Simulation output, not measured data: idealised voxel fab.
Process module name: voxel fin reveal
We display cut, a cross-section 215 nm in width whose square cells are each 5 nm.
Each cross-section below is a grid of square cells, stated as bands in top-down order, with one or more rows of cells making up each band.
The entry gives the band's vertical extent as a top height and a bottom height in nm, then its horizontal make-up as materials from left to right, each with a width in nm. "blank" stands for empty space; a single material marked "everywhere" fills the band edge to edge.
Heads up on the height convention: 0 is the point under which the incoming wafer is all one material, and the lowest band has no bottom, it just keeps going down, like "z 0 and below".
Top row gets the first number, bottom row gets the second, and each row in between changes by the same step: that is how a band width like "30 to 40" works.
"nothing altered" means the step left every cell of the cross-section as it was.
Each empty space that has no open way to the top and spans at least 8 cells appears under "Sealed void inventory" as width x height at distance, the distance counted from the left edge, all in nm.
Read whatever lies past the settings on a step's line as the simulator's own remark about the step.
The optional step-line setting "overlay nm" applies to steps with a mask and quantifies how far to the right of its planned location the mask lay, a negative value indicating leftward placement.

### Intended process steps
1,RECEIVE | material Si
2,CONFORMAL_DEP | material SiN | thk nm 5
3,PATTERN | tone cover | mask id FINS | material resist | width nm 15 | pitch nm 40 | thk nm 15 | overlay nm 0
4,DIRECTIONAL_ETCH | etch materials SiN | depth nm 5
5,DIRECTIONAL_ETCH | etch materials Si | depth nm 40
6,STRIP | etch materials resist
7,FILL_DEP | material SiO2 | thk nm 15
8,CMP | height nm 5
9,SELECTIVE_ETCH | etch materials SiO2 | depth nm 15
10,STRIP | etch materials SiN

### as received, after step 1
* z 0 and below | Si everywhere
* Sealed void inventory: none

### The following cross-section depicts the wafer upon conclusion of the module. Processing commenced from the starting condition illustrated above and adhered to the plan illustrated above, save for one mistake in execution
* z 0 to -10 | 60 Si; 15 blank; 25 Si; 15 blank; 25 Si; 15 blank; 60 Si
* z -10 to -40 | 60 Si; 15 SiO2; 25 Si; 15 SiO2; 25 Si; 15 SiO2; 60 Si
* z -40 and below | Si everywhere
* Sealed void inventory: none
Deviation from plan: off-plan run, step 3, actual operation and settings PATTERN | tone open | mask id FINS | material resist | width nm 15 | pitch nm 40 | thk nm 15 | overlay nm 0
